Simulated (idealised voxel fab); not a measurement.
Herein follows the process module entitled voxel quadruple lines.
Square cells of 5 nm make up the cross-section cut, whose width is 245 nm.
Each cross-section below is a grid of square cells, stated as bands in top-down order, with one or more rows of cells making up each band.
The entry gives the band's vertical extent as a top height and a bottom height in nm, then its horizontal make-up as materials from left to right, each with a width in nm. "air" stands for empty space; a single material marked "full width" fills the band edge to edge.
Heights are reckoned from 0. Under this level, the received wafer is all of one material. The bottommost band is open-ended downward, for example "0 and below".
Read "30->40" as a graded width: first number on top, second number at the bottom, same change between each pair of neighbouring rows.
The cross-section has no changed cell in any step marked "remained the same".
Each empty space that has no open way to the top and spans at least 8 cells appears under "Sealed internal voids" as width x height at distance, the distance counted from the left edge, all in nm.
after a step's settings: what the simulator itself notes on the step
overlay nm: where the mask lay relative to plan, measured to the right, on steps with a mask; negatives go left.

STEPS PLANNED FOR THE PROCESS
1 RECEIVE | material Si
2 CONFORMAL_DEP | material Al2O3 | thk nm 5
3 DIRECTIONAL_DEP | material Ru | thk nm 10
4 DIRECTIONAL_DEP | material polySi | thk nm 15
5 DIRECTIONAL_DEP | material aC | thk nm 25
6 PATTERN | tone cover | mask id MANDREL | material resist | width nm 35 | pitch nm 100 | thk nm 30 | overlay nm 0
7 DIRECTIONAL_ETCH | etch materials aC | depth nm 25
8 STRIP | etch materials resist
9 CONFORMAL_DEP | material SiO2 | thk nm 15
10 DIRECTIONAL_ETCH | etch materials SiO2 | depth nm 15
11 STRIP | etch materials aC
12 DIRECTIONAL_ETCH | etch materials polySi | depth nm 15
13 STRIP | etch materials SiO2
14 CONFORMAL_DEP | material SiN | thk nm 10
15 DIRECTIONAL_ETCH | etch materials SiN | depth nm 10
16 STRIP | etch materials polySi
17 DIRECTIONAL_ETCH | etch materials Ru | depth nm 10
18 STRIP | etch materials SiN
19 FILL_DEP | material SiO2 | thk nm 5
20 CMP | height nm 15

THE CROSS-SECTION HERE SHOWS THE WAFER AS RECEIVED, I.E. IN ITS STATE AFTER STEP 1
> 0 and below  Si full width
> Sealed internal voids: none

FIRST OF TWO WAFERS: CROSS-SECTION AT END OF MODULE, RUN PER PLAN
> 15 down to 5  SiO2 30 nm  Ru 10 nm  SiO2 15 nm  Ru 10 nm  SiO2 15 nm  Ru 10 nm  SiO2 15 nm  Ru 10 nm  SiO2 15 nm  Ru 10 nm  SiO2 15 nm  Ru 10 nm  SiO2 15 nm  Ru 10 nm  SiO2 15 nm  Ru 10 nm  SiO2 30 nm
> 5 down to 0  Al2O3 full width
> 0 and below  Si full width
> Sealed internal voids: none

SECOND WAFER CROSS-SECTION AT END OF MODULE - SHARED START AND PLAN WITH THE FIRST, ONE MISTAKE IN THE RUN
> 15 down to 10  Al2O3 full width
> 10 down to 0  Ru full width
> 0 and below  Si full width
> Sealed internal voids: none
So what did we get wrong on this run? the processing plan was not followed for steps 2 and 3, which were run with their positions exchanged
Cell-count delta at end, second wafer over first, by material: Ru +66 | SiO2 -66
